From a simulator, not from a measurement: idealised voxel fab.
The document below concerns the process module designated voxel local oxidation.
Xsec cut, 300 nm wide, square cell size 5 nm.
How to read a cross-section here: the picture is a grid of square cells, written as bands going from the top down, and any band can span one or more rows of cells.
Band entry format. Leading values: height of top, height of bottom, nm. Remainder: materials in left-to-right order, each with its width in nm. Special words: "edge to edge" on a single material, which then fills the band edge to edge; "air", empty space.
A quick word on heights: they are counted from 0, and under that level the wafer as it came to us is one material throughout. The lowest band is different from the rest in having no bottom; it simply continues downward, written as in "top 0, no bottom".
Width "30..40": first value at the band's top row of cells, second value at its bottom row, equal change from row to row.
"remained the same" means the step left every cell of the cross-section as it was.
This entry, "Sealed void list", enumerates those empty regions of no fewer than 8 cells that possess no open connection to the top. Each region is reported in the form width x height at distance, the distance being taken from the left edge, with all three quantities expressed in nm.
after a step's settings: what the simulator itself notes on the step
"overlay nm" denotes, for a step that has a mask, the displacement of the mask to the right of its planned place, with negative values corresponding to the left.

Intended process steps
- 1: RECEIVE with material Si
- 2: CONFORMAL_DEP with material SiO2, thk nm 5
- 3: CONFORMAL_DEP with material SiN, thk nm 15
- 4: PATTERN with tone cover, mask id ACTIVE, material resist, width nm 105, thk nm 20, overlay nm 0
- 5: DIRECTIONAL_ETCH with etch materials SiN, depth nm 15
- 6: STRIP with etch materials resist
- 7: SELECTIVE_ETCH with etch materials SiO2, depth nm 5
- 8: OXIDIZE with depth nm 10
- 9: STRIP with etch materials SiN

As-received wafer cross-section (after step 1)
- top 0, no bottom | Si edge to edge
- Sealed void list: none

Same starting wafer, same plan as above, one mistake in the execution; this is the cross-section at the end of the module
- top 5, bottom 0 | SiO2 90 nm; air 115 nm; SiO2 95 nm
- top 0, bottom -10 | Si 80 nm; SiO2 135 nm; Si 85 nm
- top -10, no bottom | Si edge to edge
- Sealed void list: none
Heads up, the wafer didn't run the way we planned it: planned and actual differ for step 4; actual: PATTERN with tone open, mask id ACTIVE, material resist, width nm 105, thk nm 20, overlay nm 0
